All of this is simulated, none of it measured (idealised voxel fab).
process module | voxel self aligned vias
cross-section cut | 210 nm wide | cells 5 nm
A cross-section is a grid of square cells, given in bands from the top down. A band is one or more rows of cells.
Each band's line starts with the height of the band's top and of its bottom, in nm. Then come its materials from left to right, each with its width in nm. One material with "throughout" fills the band from edge to edge. "air" is empty space.
Height 0 is the level under which the wafer as received is all one material. The lowest band goes on downwards, as in "0 down".
A width such as "30 to 40" changes by the same amount from each row of cells to the next, from the band's top row to its bottom row.
"no change" after a step means that no cell of the cross-section changed.
closed voids: empty space of 8 cells or more with no open way to the top, each as width x height at its distance from the left edge, in nm
after a step's settings: what the simulator itself notes on the step
overlay nm, on a step with a mask: how far to the right of its planned place the mask lay; to the left if negative
plan
1 op RECEIVE | material Si
2 op CONFORMAL_DEP | material SiO2 | thk nm 10
3 op CONFORMAL_DEP | material SiCN | thk nm 5
4 op DIRECTIONAL_DEP | material SiO2 | thk nm 30
5 op DIRECTIONAL_DEP | material aC | thk nm 10
6 op PATTERN | tone open | mask id LINES | material resist | width nm 25 | pitch nm 55 | thk nm 25 | overlay nm 0
7 op DIRECTIONAL_ETCH | etch materials aC | depth nm 10
8 op STRIP | etch materials resist
9 op DIRECTIONAL_ETCH | etch materials SiO2 | depth nm 30
10 op STRIP | etch materials aC
11 op CONFORMAL_DEP | material TiN | thk nm 5
12 op FILL_DEP | material Ru | thk nm 5
13 op CMP | height nm 45
14 op SELECTIVE_ETCH | etch materials W Ru TiN | depth nm 10
15 op FILL_DEP | material SiN | thk nm 5
16 op CMP | height nm 45
17 op DIRECTIONAL_DEP | material SiO2 | thk nm 15
18 op PATTERN | tone open | mask id VIAS | material resist | width nm 25 | thk nm 15 | overlay nm 0
19 op DIRECTIONAL_ETCH | etch materials SiO2 | depth nm 15
20 op DIRECTIONAL_ETCH | etch materials SiN | depth nm 10
21 op STRIP | etch materials resist
22 op CONFORMAL_DEP | material TiN | thk nm 5
23 op FILL_DEP | material W | thk nm 10
24 op CMP | height nm 60
25 op CONFORMAL_DEP | material SiN | thk nm 5
varied across the wafers: width nm of step 18. The plan shows the first wafer's value. All wafers start alike
first wafer as received, after step 1
  0 down: Si throughout
  closed voids: none
each wafer at the end: cells of each material gained (+) or lost (-) since it was received, then its closed voids
width nm 25 | +18 Ru | +42 SiCN | +52 SiN | +387 SiO2 | +35 TiN | +12 W | closed voids: none
width nm 30 | +18 Ru | +42 SiCN | +52 SiN | +384 SiO2 | +36 TiN | +14 W | closed voids: none
width nm 35 | +18 Ru | +42 SiCN | +52 SiN | +381 SiO2 | +37 TiN | +16 W | closed voids: none
width nm 40 | +18 Ru | +42 SiCN | +52 SiN | +378 SiO2 | +38 TiN | +18 W | closed voids: none
width nm 45 | +18 Ru | +42 SiCN | +52 SiN | +375 SiO2 | +39 TiN | +20 W | closed voids: none
width nm 50 | +18 Ru | +42 SiCN | +52 SiN | +372 SiO2 | +40 TiN | +22 W | closed voids: none
